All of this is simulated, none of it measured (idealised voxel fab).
The process module presented herein is designated voxel wiring stack.
Cross-sectional view cut (width: 255 nm; square cell size: 5 nm).
In this document a cross-section is written as a grid of square cells. It is given as a series of bands, listed from the top down, and a band is one or more rows of cells.
Per band: top height and bottom height in nm, followed by the left-to-right materials and their widths in nm; "all across" marks a single material spanning edge to edge, "empty" marks empty space.
Zero point of the height axis is 0; under it, received wafer = one material. Lowest band: continues down indefinitely, "top 0, no bottom".
It should be noted that a width expressed as "30..40" varies in equal increments from row to row of cells within the band, taking the value of the first number at the top row and that of the second number at the bottom row.
Given "nothing got changed" for a step, no cell of the cross-section differs between before and after that step.
The entry "Internal closed voids" lists the empty spaces that cover at least 8 cells and have no open path to the top. Each is written as width x height at distance, where the distance is measured from the left edge and all three values are in nm.
Note: text after step settings on the step line = simulator remark on that step.
Among the settings permitted on a step's line is "overlay nm"; applied to a step with a mask, it specifies the extent to which the mask lay to the right of its planned position, whereas a negative figure signifies a position to the left.
[The process steps that were planned are listed below]
1: RECEIVE, material Si
2: CONFORMAL_DEP, material SiO2, thk nm 15
3: DIRECTIONAL_DEP, material TiN, thk nm 5
4: DIRECTIONAL_DEP, material Ru, thk nm 25
5: MASKED_ETCH, tone cover, mask id METAL_1, width nm 25, pitch nm 40, etch materials Ru, depth nm 25, overlay nm 0
6: MASKED_ETCH, tone cover, mask id METAL_1, width nm 25, pitch nm 40, etch materials TiN, depth nm 5, overlay nm -15
7: FILL_DEP, material SiO2, thk nm 10
8: CMP, height nm 45
9: CONFORMAL_DEP, material SiCN, thk nm 5
10: DIRECTIONAL_DEP, material lowk, thk nm 15
11: PATTERN, tone open, mask id PLUG_1, material resist, width nm 15, pitch nm 40, thk nm 15, overlay nm 0
12: DIRECTIONAL_ETCH, etch materials lowk, depth nm 15
13: DIRECTIONAL_ETCH, etch materials SiCN, depth nm 5
14: STRIP, etch materials resist
15: EPI, material Ru, thk nm 10
16: EPI, material Ru, thk nm 10
17: DIRECTIONAL_DEP, material TiN, thk nm 5
18: DIRECTIONAL_DEP, material Ru, thk nm 20
19: PATTERN, tone cover, mask id METAL_2, material resist, width nm 25, pitch nm 40, thk nm 20, overlay nm 0
20: DIRECTIONAL_ETCH, etch materials Ru, depth nm 20
21: DIRECTIONAL_ETCH, etch materials TiN, depth nm 5
22: STRIP, etch materials resist
23: FILL_DEP, material lowk, thk nm 10
24: CMP, height nm 90
25: CONFORMAL_DEP, material SiN, thk nm 5
All wafers enter the flow in the same state. The overlay nm at step 6 differs from wafer to wafer, and the plan gives the value for the first wafer.
[Cross-section of the first of several wafers as received (after step 1)]
- top 0, no bottom | Si all across
- Internal closed voids: none
[Wafer rows, end of module: cells per material gained (+) or lost (-) since receipt; closed voids last]
overlay nm -15; +114 Ru; +45 SiCN; +51 SiN; +393 SiO2; +26 TiN; +340 lowk; Internal closed voids: none
overlay nm -10; +114 Ru; +45 SiCN; +51 SiN; +395 SiO2; +24 TiN; +340 lowk; Internal closed voids: none
overlay nm -5; +114 Ru; +45 SiCN; +51 SiN; +397 SiO2; +22 TiN; +340 lowk; Internal closed voids: none
overlay nm 0; +114 Ru; +45 SiCN; +51 SiN; +399 SiO2; +20 TiN; +340 lowk; Internal closed voids: none
overlay nm 5; +114 Ru; +45 SiCN; +51 SiN; +397 SiO2; +22 TiN; +340 lowk; Internal closed voids: none
overlay nm 10; +114 Ru; +45 SiCN; +51 SiN; +395 SiO2; +24 TiN; +340 lowk; Internal closed voids: none
overlay nm 15; +114 Ru; +45 SiCN; +51 SiN; +393 SiO2; +26 TiN; +340 lowk; Internal closed voids: none
